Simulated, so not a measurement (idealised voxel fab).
A process module follows: voxel fin reveal.
This is section cut - it's 290 nm across, gridded in 5 nm square cells.
Think of the cross-section as a grid of square cells. We describe it in bands, top to bottom, and each band covers one or more rows of those cells. Band: top and bottom heights (nm) first, top before bottom; then materials from left to right, widths in nm. "everywhere" marks a sole material filling the band edge to edge. "blank" denotes empty space. Zero point of the height axis is 0; under it, received wafer = one material. Lowest band: continues down indefinitely, "0..down". The width entry "30..40" should be interpreted row by row: the top row of cells in the band takes the first number, the bottom row takes the second number, and the change between adjacent rows is uniform throughout. A step reported as "all unchanged" is a step in which no cell of the cross-section changed. "Sealed internal cavities" enumerates empty spaces isolated from the top, with no open way to it, that contain at least 8 cells, giving each as width x height at distance from the left edge, all three in nm. Whatever follows a step's settings on its line is a remark the simulator itself makes about that step. The line of a step may include "overlay nm". On a step with a mask, this value is how far to the right of its planned place the mask lay. A negative value means the mask lay to the left.

-- The following list gives the planned process steps
- 1: RECEIVE (material Si)
- 2: CONFORMAL_DEP (material SiN; thk nm 5)
- 3: MASKED_ETCH (tone cover; mask id FINS; width nm 15; pitch nm 45; etch materials SiN; depth nm 5; overlay nm 0)
- 4: MASKED_ETCH (tone cover; mask id FINS; width nm 15; pitch nm 45; etch materials Si; depth nm 40; overlay nm 0)
- 5: FILL_DEP (material SiO2; thk nm 10)
- 6: CMP (height nm 5)
- 7: SELECTIVE_ETCH (etch materials SiO2; depth nm 20)
- 8: STRIP (etch materials SiN)
- 9: CONFORMAL_DEP (material HfO2; thk nm 5)

-- Delivered wafer in cross-section: state after step 1
0..down  Si everywhere
Sealed internal cavities: none

-- Run as planned - first of the two wafers cross-sectioned at the end of the module
5..0  65 blank | 25 HfO2 | 20 blank | 25 HfO2 | 20 blank | 25 HfO2 | 20 blank | 25 HfO2 | 65 blank
0..-10  65 blank | 5 HfO2 | 15 Si | 5 HfO2 | 20 blank | 5 HfO2 | 15 Si | 5 HfO2 | 20 blank | 5 HfO2 | 15 Si | 5 HfO2 | 20 blank | 5 HfO2 | 15 Si | 5 HfO2 | 65 blank
-10..-15  70 HfO2 | 15 Si | 30 HfO2 | 15 Si | 30 HfO2 | 15 Si | 30 HfO2 | 15 Si | 70 HfO2
-15..-40  70 SiO2 | 15 Si | 30 SiO2 | 15 Si | 30 SiO2 | 15 Si | 30 SiO2 | 15 Si | 70 SiO2
-40..down  Si everywhere
Sealed internal cavities: none

-- Cross-sectional view of the second of two wafers upon completion of the module. This wafer shared its starting condition and process plan with the first; one error was made during its execution
5..0  65 blank | 25 HfO2 | 20 blank | 25 HfO2 | 20 blank | 25 HfO2 | 20 blank | 25 HfO2 | 65 blank
0..-30  65 blank | 5 HfO2 | 15 Si | 5 HfO2 | 20 blank | 5 HfO2 | 15 Si | 5 HfO2 | 20 blank | 5 HfO2 | 15 Si | 5 HfO2 | 20 blank | 5 HfO2 | 15 Si | 5 HfO2 | 65 blank
-30..-35  70 HfO2 | 15 Si | 30 HfO2 | 15 Si | 30 HfO2 | 15 Si | 30 HfO2 | 15 Si | 70 HfO2
-35..-40  70 SiO2 | 15 Si | 30 SiO2 | 15 Si | 30 SiO2 | 15 Si | 30 SiO2 | 15 Si | 70 SiO2
-40..down  Si everywhere
Sealed internal cavities: none
The mistake made against the process plan was this: in the plan, step 7 was performed twice
Wrapping up, a cell-based count of both wafers puts the second over or under the first for these materials: +32 HfO2; -184 SiO2
